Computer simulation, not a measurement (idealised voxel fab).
The name of this process module is voxel released beams.
FYI the section here is cut, 290 nm wide, cells are 5 nm squares.
Each cross-section below is a grid of square cells, stated as bands in top-down order, with one or more rows of cells making up each band. Within each band entry, the heights of the top and of the bottom of the band appear first, in that order and in nm; the materials of the band then follow from left to right, each with its corresponding width in nm. The designation "everywhere" on a single material indicates that it fills the band from edge to edge; the designation "air" indicates empty space. It should be noted that heights are counted from 0, beneath which the wafer as supplied is of one material throughout, and that the lowest band possesses no lower boundary but continues downward, as written in "top 0, no bottom". You'd read "30..40" like this: the band's top row of cells is as wide as the first number, its bottom row is as wide as the second, and going down, every row changes width by the same amount as the row before did. "same as before" for a step: no cell of the cross-section changed in that step. Empty spaces counting at least 8 cells and having no open way to the top are listed in "Enclosed cavities". The notation width x height at distance is used for each, the distance being from the left edge and all three values in nm. after a step's settings: what the simulator itself notes on the step. A step's line can hold "overlay nm"; with a mask on that step, the setting says how far right of the planned place the mask lay, while a negative setting says it lay to the left.

# Set out below are the planned steps of the process
1. RECEIVE (material Si)
2. CONFORMAL_DEP (material Al2O3; thk nm 5)
3. DIRECTIONAL_DEP (material SiO2; thk nm 10)
4. PATTERN (tone open; mask id ANCHOR; material resist; width nm 35; thk nm 20; overlay nm 0)
5. DIRECTIONAL_ETCH (etch materials SiO2; depth nm 10)
6. STRIP (etch materials resist)
7. CONFORMAL_DEP (material SiN; thk nm 10)
8. PATTERN (tone cover; mask id BEAM; material resist; width nm 90; thk nm 20; overlay nm -15)
9. DIRECTIONAL_ETCH (etch materials SiN; depth nm 10)
10. STRIP (etch materials resist)
11. STRIP (etch materials SiO2)
The wafers in this document start out alike and differ in the overlay nm applied at step 8; the plan shows the value used for the first wafer.

# Cut through the first of several wafers as received, post step 1
	top 0, no bottom | Si everywhere
	Enclosed cavities: none

# The first of several wafers, seen in cross-section after the module's last step, step 11
	top 25, bottom 15 | 80 of air, 30 of SiN, 15 of air, 45 of SiN, 120 of air
	top 15, bottom 5 | 100 of air, 35 of SiN, 155 of air
	top 5, bottom 0 | Al2O3 everywhere
	top 0, no bottom | Si everywhere
	Enclosed cavities: none

# Cross-sectional view of the final wafer of several at the module's end
	top 25, bottom 15 | 125 of air, 75 of SiN, 90 of air
	top 15, bottom 5 | 100 of air, 35 of SiN, 155 of air
	top 5, bottom 0 | Al2O3 everywhere
	top 0, no bottom | Si everywhere
	Enclosed cavities: none

# Quick key for the table: a row per wafer, taken at the end of the module. For each material it tells you how many cells the wafer gained (+) or lost (-) since it came in, and the closed voids come after
overlay nm -15; +58 Al2O3; +44 SiN; Enclosed cavities: none
overlay nm -10; +58 Al2O3; +44 SiN; Enclosed cavities: none
overlay nm -5; +58 Al2O3; +44 SiN; Enclosed cavities: none
overlay nm 0; +58 Al2O3; +44 SiN; Enclosed cavities: none
overlay nm 5; +58 Al2O3; +44 SiN; Enclosed cavities: none
overlay nm 10; +58 Al2O3; +44 SiN; Enclosed cavities: none
overlay nm 15; +58 Al2O3; +44 SiN; Enclosed cavities: none
